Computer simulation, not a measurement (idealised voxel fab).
A process module follows: voxel double patterning.
We display cut, a cross-section 295 nm in width whose square cells are each 5 nm.
How to read a cross-section here: the picture is a grid of square cells, written as bands going from the top down, and any band can span one or more rows of cells.
Quick guide to a band line: top height, bottom height (nm) up front; then every material left to right with its width in nm. Only one material and it's marked "throughout"? Then it fills the band edge to edge. And "air" just means empty space.
Height is counted from the level 0, under which the received wafer is composed throughout of one material. The lowest of the bands is not closed at the bottom but continues downward, in the notation "0 nm and below".
With a width like "30 to 40", each row of cells in the band differs from the next by the same amount, the top row carrying the first number and the bottom row the second.
The cross-section has no changed cell in any step marked "remained unchanged".
Each empty space that has no open way to the top and spans at least 8 cells appears under "Enclosed void listing" as width x height at distance, the distance counted from the left edge, all in nm.
Note: text after step settings on the step line = simulator remark on that step.
overlay nm: mask offset rightward from planned place, masked step; negative means leftward offset.
STEPS PLANNED FOR THE PROCESS
| 1 | op RECEIVE | material Si |
| 2 | op CONFORMAL_DEP | material SiN | thk nm 5 |
| 3 | op DIRECTIONAL_DEP | material SiO2 | thk nm 15 |
| 4 | op DIRECTIONAL_DEP | material SiCN | thk nm 10 |
| 5 | op MASKED_ETCH | tone open | mask id FIRST | width nm 15 | pitch nm 50 | etch materials SiCN | depth nm 10 | overlay nm 0 |
| 6 | op MASKED_ETCH | tone open | mask id SECOND | width nm 15 | etch materials SiCN | depth nm 10 | overlay nm 0 |
| 7 | op DIRECTIONAL_ETCH | etch materials SiO2 | depth nm 15 |
| 8 | op STRIP | etch materials SiCN |
THIS IS THE CROSS-SECTION OF THE WAFER AS WE RECEIVED IT, I.E. AFTER STEP 1
- 0 nm and below | Si throughout
- Enclosed void listing: none
HERE'S THE WAFER CUT IN CROSS-SECTION AFTER THE MODULE, STARTED AND PLANNED JUST LIKE ABOVE, EXCEPT ONE THING WAS DONE WRONG IN THE RUN
- 20 nm to 15 nm | SiN throughout
- 15 nm to 0 nm | SiO2 throughout
- 0 nm and below | Si throughout
- Enclosed void listing: none
It is concluded that the wafer was processed incorrectly with respect to the plan, in that the intended sequence of steps 2 and 3 was reversed during processing, with each occupying the position of the other
